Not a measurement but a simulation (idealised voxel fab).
process module | voxel wiring stack
cross-section cut | 270 nm wide | cells 5 nm
A cross-section is a grid of square cells, given in bands from the top down. A band is one or more rows of cells.
Each band's line starts with the height of the band's top and of its bottom, in nm. Then come its materials from left to right, each with its width in nm. One material with "throughout" fills the band from edge to edge. "air" is empty space.
Height 0 is the level under which the wafer as received is all one material. The lowest band goes on downwards, as in "0 down".
A width such as "30 to 40" changes by the same amount from each row of cells to the next, from the band's top row to its bottom row.
"no change" after a step means that no cell of the cross-section changed.
closed voids: empty space of 8 cells or more with no open way to the top, each as width x height at its distance from the left edge, in nm
after a step's settings: what the simulator itself notes on the step
overlay nm, on a step with a mask: how far to the right of its planned place the mask lay; to the left if negative
plan
1 op RECEIVE | material Si
2 op CONFORMAL_DEP | material SiO2 | thk nm 15
3 op DIRECTIONAL_DEP | material TiN | thk nm 5
4 op DIRECTIONAL_DEP | material Ru | thk nm 20
5 op MASKED_ETCH | tone cover | mask id METAL_1 | width nm 15 | pitch nm 45 | etch materials Ru | depth nm 20 | overlay nm 0
6 op MASKED_ETCH | tone cover | mask id METAL_1 | width nm 25 | pitch nm 45 | etch materials TiN | depth nm 5 | overlay nm 0
7 op CONFORMAL_DEP | material SiCN | thk nm 5
8 op FILL_DEP | material SiO2 | thk nm 10
9 op CMP | height nm 40
10 op CONFORMAL_DEP | material SiCN | thk nm 5
11 op DIRECTIONAL_DEP | material lowk | thk nm 30
12 op DIRECTIONAL_DEP | material aC | thk nm 10
13 op PATTERN | tone open | mask id METAL_2_HOLES | material resist | width nm 15 | pitch nm 45 | thk nm 25 | overlay nm 0
14 op DIRECTIONAL_ETCH | etch materials aC | depth nm 10
15 op STRIP | etch materials resist
16 op DIRECTIONAL_ETCH | etch materials lowk | depth nm 30
17 op STRIP | etch materials aC
18 op MASKED_ETCH | tone open | mask id METAL_2 | width nm 25 | pitch nm 45 | etch materials lowk | depth nm 15 | overlay nm 0
19 op MASKED_ETCH | tone open | mask id METAL_2 | width nm 25 | pitch nm 45 | etch materials SiCN | depth nm 5 | overlay nm 0
20 op CONFORMAL_DEP | material TiN | thk nm 5
21 op FILL_DEP | material Ru | thk nm 10
22 op CMP | height nm 75
23 op CONFORMAL_DEP | material SiCN | thk nm 5
24 op DIRECTIONAL_DEP | material lowk | thk nm 10
25 op PATTERN | tone open | mask id PLUG_2 | material resist | width nm 15 | pitch nm 45 | thk nm 20 | overlay nm 0
26 op DIRECTIONAL_ETCH | etch materials lowk | depth nm 10
27 op DIRECTIONAL_ETCH | etch materials SiCN | depth nm 5
28 op STRIP | etch materials resist
29 op EPI | material Ru | thk nm 10
30 op EPI | material Ru | thk nm 5
31 op DIRECTIONAL_DEP | material TiN | thk nm 5
32 op DIRECTIONAL_DEP | material W | thk nm 25
33 op MASKED_ETCH | tone cover | mask id METAL_3 | width nm 25 | pitch nm 45 | etch materials W | depth nm 25 | overlay nm 0
34 op MASKED_ETCH | tone cover | mask id METAL_3 | width nm 25 | pitch nm 45 | etch materials TiN | depth nm 5 | overlay nm 0
35 op FILL_DEP | material lowk | thk nm 10
36 op CMP | height nm 120
37 op CONFORMAL_DEP | material SiCN | thk nm 5
varied across the wafers: width nm of step 5. The plan shows the first wafer's value. All wafers start alike
first wafer as received, after step 1
  0 down: Si throughout
  closed voids: none
first wafer at the end, after step 37
  125 to 120: SiCN throughout
  120 to 95: lowk 75 | W 25 | lowk 20 | W 25 | lowk 20 | W 25 | lowk 80
  95 to 90: lowk 75 | TiN 25 | lowk 20 | TiN 25 | lowk 20 | TiN 25 | lowk 80
  90 to 80: lowk 75 | Ru 15 | lowk 30 | Ru 15 | lowk 30 | Ru 15 | lowk 90
  80 to 75: SiCN 75 | Ru 15 | SiCN 30 | Ru 15 | SiCN 30 | Ru 15 | SiCN 90
  75 to 65: lowk 75 | TiN 5 | Ru 15 | TiN 5 | lowk 20 | TiN 5 | Ru 15 | TiN 5 | lowk 20 | TiN 5 | Ru 15 | TiN 5 | lowk 80
  65 to 60: lowk 75 | TiN 5 | Ru 5 | TiN 15 | lowk 20 | TiN 5 | Ru 5 | TiN 15 | lowk 20 | TiN 5 | Ru 5 | TiN 15 | lowk 80
  60 to 45: lowk 75 | TiN 5 | Ru 5 | TiN 5 | lowk 30 | TiN 5 | Ru 5 | TiN 5 | lowk 30 | TiN 5 | Ru 5 | TiN 5 | lowk 90
  45 to 40: SiCN 75 | TiN 15 | SiCN 30 | TiN 15 | SiCN 30 | TiN 15 | SiCN 90
  40 to 25: SiO2 75 | SiCN 5 | Ru 15 | SiCN 5 | SiO2 20 | SiCN 5 | Ru 15 | SiCN 5 | SiO2 20 | SiCN 5 | Ru 15 | SiCN 5 | SiO2 80
  25 to 20: SiO2 70 | SiCN 10 | Ru 15 | SiCN 10 | SiO2 10 | SiCN 10 | Ru 15 | SiCN 10 | SiO2 10 | SiCN 10 | Ru 15 | SiCN 10 | SiO2 75
  20 to 15: SiCN 75 | TiN 25 | SiCN 20 | TiN 25 | SiCN 20 | TiN 25 | SiCN 80
  15 to 0: SiO2 throughout
  0 down: Si throughout
  closed voids: none
last wafer at the end
  125 to 120: SiCN throughout
  120 to 95: lowk 75 | W 25 | lowk 20 | W 25 | lowk 20 | W 25 | lowk 80
  95 to 90: lowk 75 | TiN 25 | lowk 20 | TiN 25 | lowk 20 | TiN 25 | lowk 80
  90 to 80: lowk 75 | Ru 15 | lowk 30 | Ru 15 | lowk 30 | Ru 15 | lowk 90
  80 to 75: SiCN 75 | Ru 15 | SiCN 30 | Ru 15 | SiCN 30 | Ru 15 | SiCN 90
  75 to 65: lowk 75 | TiN 5 | Ru 15 | TiN 5 | lowk 20 | TiN 5 | Ru 15 | TiN 5 | lowk 20 | TiN 5 | Ru 15 | TiN 5 | lowk 80
  65 to 60: lowk 75 | TiN 5 | Ru 5 | TiN 15 | lowk 20 | TiN 5 | Ru 5 | TiN 15 | lowk 20 | TiN 5 | Ru 5 | TiN 15 | lowk 80
  60 to 45: lowk 75 | TiN 5 | Ru 5 | TiN 5 | lowk 30 | TiN 5 | Ru 5 | TiN 5 | lowk 30 | TiN 5 | Ru 5 | TiN 5 | lowk 90
  45 to 40: SiCN 75 | TiN 15 | SiCN 30 | TiN 15 | SiCN 30 | TiN 15 | SiCN 90
  40 to 20: SiO2 70 | SiCN 5 | Ru 30 | SiCN 5 | SiO2 5 | SiCN 5 | Ru 30 | SiCN 5 | SiO2 5 | SiCN 5 | Ru 30 | SiCN 5 | SiO2 70
  20 to 15: SiCN 75 | TiN 30 | SiCN 15 | TiN 30 | SiCN 15 | TiN 30 | SiCN 75
  15 to 0: SiO2 throughout
  0 down: Si throughout
  closed voids: none
each wafer at the end: cells of each material gained (+) or lost (-) since it was received, then its closed voids
width nm 15 | +93 Ru | +213 SiCN | +312 SiO2 | +81 TiN | +75 W | +576 lowk | closed voids: none
width nm 20 | +105 Ru | +210 SiCN | +303 SiO2 | +81 TiN | +75 W | +576 lowk | closed voids: none
width nm 25 | +117 Ru | +207 SiCN | +294 SiO2 | +81 TiN | +75 W | +576 lowk | closed voids: none
width nm 30 | +129 Ru | +204 SiCN | +282 SiO2 | +84 TiN | +75 W | +576 lowk | closed voids: none
